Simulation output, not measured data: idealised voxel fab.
Process module in this document: voxel ribs on slabs
Cross-section cut: width 285 nm, square cells of 5 nm.
A cross-section in this document is a grid of square cells, and it is written down as bands, the top band listed before the ones below it; a band is made up of one or more rows of cells. Per band: top height and bottom height in nm, followed by the left-to-right materials and their widths in nm; "throughout" marks a single material spanning edge to edge, "air" marks empty space. Heights are measured from 0, the level below which the as-received wafer is all one material; the lowest band has no bottom and continues downward, written as in "0 -> down". When a width is written as two numbers, as in "30..40", the first number is the width in the top row of cells of the band and the second is the width in its bottom row, and the width changes by the same amount from each row to the next. For the purposes of this document, the phrase "all unchanged" attached to a step denotes that no cell within the cross-section was modified by that step. This entry, "Tabulated closed voids", enumerates those empty regions of no fewer than 8 cells that possess no open connection to the top. Each region is reported in the form width x height at distance, the distance being taken from the left edge, with all three quantities expressed in nm. Whatever follows a step's settings on its line is a remark the simulator itself makes about that step. "overlay nm", when on a step's line for a step with a mask, measures how far to the right of its planned place the mask lay; a negative measure means to the left.
Here's what the planned process steps look like
step 1: op RECEIVE | material Si
step 2: op DIRECTIONAL_DEP | material SiO2 | thk nm 30
step 3: op DIRECTIONAL_DEP | material SiN | thk nm 20
step 4: op MASKED_ETCH | tone cover | mask id RIB | width nm 25 | etch materials SiN | depth nm 15 | overlay nm 0
step 5: op PATTERN | tone cover | mask id SLAB | material resist | width nm 65 | thk nm 15 | overlay nm 0
step 6: op DIRECTIONAL_ETCH | etch materials SiN | depth nm 5
step 7: op STRIP | etch materials resist
step 8: op FILL_DEP | material SiO2 | thk nm 25
step 9: op CMP | height nm 70
step 10: op DIRECTIONAL_DEP | material TiN | thk nm 10
step 11: op DIRECTIONAL_DEP | material aC | thk nm 15
step 12: op PATTERN | tone cover | mask id HEATER | material resist | width nm 35 | thk nm 35 | overlay nm 0
step 13: op DIRECTIONAL_ETCH | etch materials aC | depth nm 15
step 14: op STRIP | etch materials resist
step 15: op DIRECTIONAL_ETCH | etch materials TiN | depth nm 10
step 16: op STRIP | etch materials aC
step 17: op CONFORMAL_DEP | material SiO2 | thk nm 5
Wafer as received: cross-section following step 1
  0 -> down = Si throughout
  Tabulated closed voids: none
One mistake in running the module, otherwise start and plan as above: cross-section at the end
  85 -> 80 = air (120) | SiO2 (45) | air (120)
  80 -> 75 = air (120) | SiO2 (5) | TiN (35) | SiO2 (5) | air (120)
  75 -> 70 = SiO2 (125) | TiN (35) | SiO2 (125)
  70 -> 55 = SiO2 (130) | SiN (25) | SiO2 (130)
  55 -> 50 = SiO2 (110) | SiN (65) | SiO2 (110)
  50 -> 30 = SiN throughout
  30 -> 0 = SiO2 throughout
  0 -> down = Si throughout
  Tabulated closed voids: none
Against the plan, the run slipped here: step 3, plan: ran twice
